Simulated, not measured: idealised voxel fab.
The name of this process module is voxel ribs on slabs.
Square cells of 5 nm make up the cross-section cut, whose width is 150 nm.
In what follows, cross-sections appear as grids of square cells, described through bands that run from the top down, where every band is one or more rows of cells.
Heads up on the band format: heights come first, top then bottom, in nm. After that it's the materials left to right, each with its width in nm. A single material flagged "all across" fills the whole band edge to edge, and "air" means there's empty space there.
Height is counted from the level 0, under which the received wafer is composed throughout of one material. The lowest of the bands is not closed at the bottom but continues downward, in the notation "0..down".
Note: "30->40" means the width goes from the first number (top row of the band) to the second number (bottom row) in equal steps per row of cells.
Step note "no alterations made" = no cross-section cell changed.
In "Enclosed void catalog" the enclosed voids are listed, meaning empty spaces of 8 cells or larger without any opening to the top. The form is width x height at distance, distance from the left edge, units nm.
Heads up: the bit after the settings on a step's line is the simulator's remark on that step.
When a step includes a mask, the "overlay nm" setting on its line states how far to the right of its planned place that mask lay, and negative values state how far to the left.

**Here's what the planned process steps look like**
1: RECEIVE with material Si
2: DIRECTIONAL_DEP with material SiO2, thk nm 25
3: DIRECTIONAL_DEP with material polySi, thk nm 15
4: DIRECTIONAL_DEP with material aC, thk nm 15
5: PATTERN with tone cover, mask id RIB, material resist, width nm 20, thk nm 30, overlay nm 0
6: DIRECTIONAL_ETCH with etch materials aC, depth nm 15
7: STRIP with etch materials resist
8: DIRECTIONAL_ETCH with etch materials polySi, depth nm 5
9: STRIP with etch materials aC
10: MASKED_ETCH with tone cover, mask id SLAB, width nm 70, etch materials polySi, depth nm 10, overlay nm 0
11: FILL_DEP with material SiO2, thk nm 30
12: CMP with height nm 60
13: DIRECTIONAL_DEP with material TiN, thk nm 10
14: PATTERN with tone cover, mask id HEATER, material resist, width nm 30, thk nm 15, overlay nm 0
15: DIRECTIONAL_ETCH with etch materials TiN, depth nm 10
16: STRIP with etch materials resist
17: CONFORMAL_DEP with material SiO2, thk nm 10

**On the first of the two wafers: run conducted according to plan**

**Cross-sectional view of the wafer in its as-received condition, corresponding to the state after step 1**
* 0..down: Si all across
* Enclosed void catalog: none

**Cross-section through the wafer, step 2 finished**
* 25..0: SiO2 all across
* Anything lower than 0 is untouched.

**Cross-section through the wafer, step 3 finished**
* 40..25: polySi all across
* Anything lower than 25 is untouched.

**Cross-section through the wafer, step 4 finished**
* 55..40: aC all across
* Anything lower than 40 is untouched.

**Cross-section through the wafer, step 5 finished**
* 85..55: air (65) / resist (20) / air (65)
* Anything lower than 55 is untouched.

**Cross-section through the wafer, step 6 finished**
* 70..55: air (65) / resist (20) / air (65)
* 55..40: air (65) / aC (20) / air (65)
* Anything lower than 40 is untouched.

**Cross-section through the wafer, step 7 finished**
* 55..40: air (65) / aC (20) / air (65)
* Anything lower than 40 is untouched.

**Cross-section through the wafer, step 8 finished**
* 55..40: air (65) / aC (20) / air (65)
* 40..35: air (65) / polySi (20) / air (65)
* Anything lower than 35 is untouched.

**Cross-section through the wafer, step 9 finished**
* 40..35: air (65) / polySi (20) / air (65)
* Anything lower than 35 is untouched.

**Cross-section through the wafer, step 10 finished**
* 40..35: air (65) / polySi (20) / air (65)
* 35..25: air (40) / polySi (70) / air (40)
* Anything lower than 25 is untouched.

**Cross-section through the wafer, step 11 finished**
* 70..40: SiO2 all across
* 40..35: SiO2 (65) / polySi (20) / SiO2 (65)
* 35..25: SiO2 (40) / polySi (70) / SiO2 (40)
* Anything lower than 25 is untouched.

**Cross-section through the wafer, step 12 finished**
* 60..40: SiO2 all across
* Anything lower than 40 is untouched.

**Cross-section through the wafer, step 13 finished**
* 70..60: TiN all across
* Anything lower than 60 is untouched.

**Cross-section through the wafer, step 14 finished**
* 85..70: air (60) / resist (30) / air (60)
* Anything lower than 70 is untouched.

**Cross-section through the wafer, step 15 finished**
* 85..70: air (60) / resist (30) / air (60)
* 70..60: air (60) / TiN (30) / air (60)
* Anything lower than 60 is untouched.

**Cross-section through the wafer, step 16 finished**
* 70..60: air (60) / TiN (30) / air (60)
* Anything lower than 60 is untouched.

**Cross-section through the wafer, step 17 finished**
* 80..70: air (50) / SiO2 (50) / air (50)
* 70..60: SiO2 (60) / TiN (30) / SiO2 (60)
* Anything lower than 60 is untouched.

**It is to be noted that the second wafer proceeded from the same initial state and according to the same plan as the first, although one mistake was committed in its execution; through step 9, inclusive, the two wafers share an identical history**

**Second wafer: cross-section at the scheduled end of step 10**
* 40..35: air (65) / polySi (20) / air (65)
* 35..25: air (45) / polySi (70) / air (35)
* Anything lower than 25 is untouched.

**Second wafer: cross-section at the scheduled end of step 11**
* 70..40: SiO2 all across
* 40..35: SiO2 (65) / polySi (20) / SiO2 (65)
* 35..25: SiO2 (45) / polySi (70) / SiO2 (35)
* Anything lower than 25 is untouched.

**Second wafer: cross-section at the scheduled end of step 12**
* 60..40: SiO2 all across
* Anything lower than 40 is untouched.

**Second wafer: cross-section at the scheduled end of step 13**
* 70..60: TiN all across
* Anything lower than 60 is untouched.

**Second wafer: cross-section at the scheduled end of step 14**
* 85..70: air (60) / resist (30) / air (60)
* Anything lower than 70 is untouched.

**Second wafer: cross-section at the scheduled end of step 15**
* 85..70: air (60) / resist (30) / air (60)
* 70..60: air (60) / TiN (30) / air (60)
* Anything lower than 60 is untouched.

**Second wafer: cross-section at the scheduled end of step 16**
* 70..60: air (60) / TiN (30) / air (60)
* Anything lower than 60 is untouched.

**Second wafer: cross-section at the scheduled end of step 17**
* 80..70: air (50) / SiO2 (50) / air (50)
* 70..60: SiO2 (60) / TiN (30) / SiO2 (60)
* Anything lower than 60 is untouched.
Which mistake was made when the wafer was run? the process deviated at step 10: the operation and settings actually run there were MASKED_ETCH with tone cover, mask id SLAB, width nm 70, etch materials polySi, depth nm 10, overlay nm 5
When the process is done, the second wafer contains the same cell count of every material as the first wafer, but distributed over other locations.
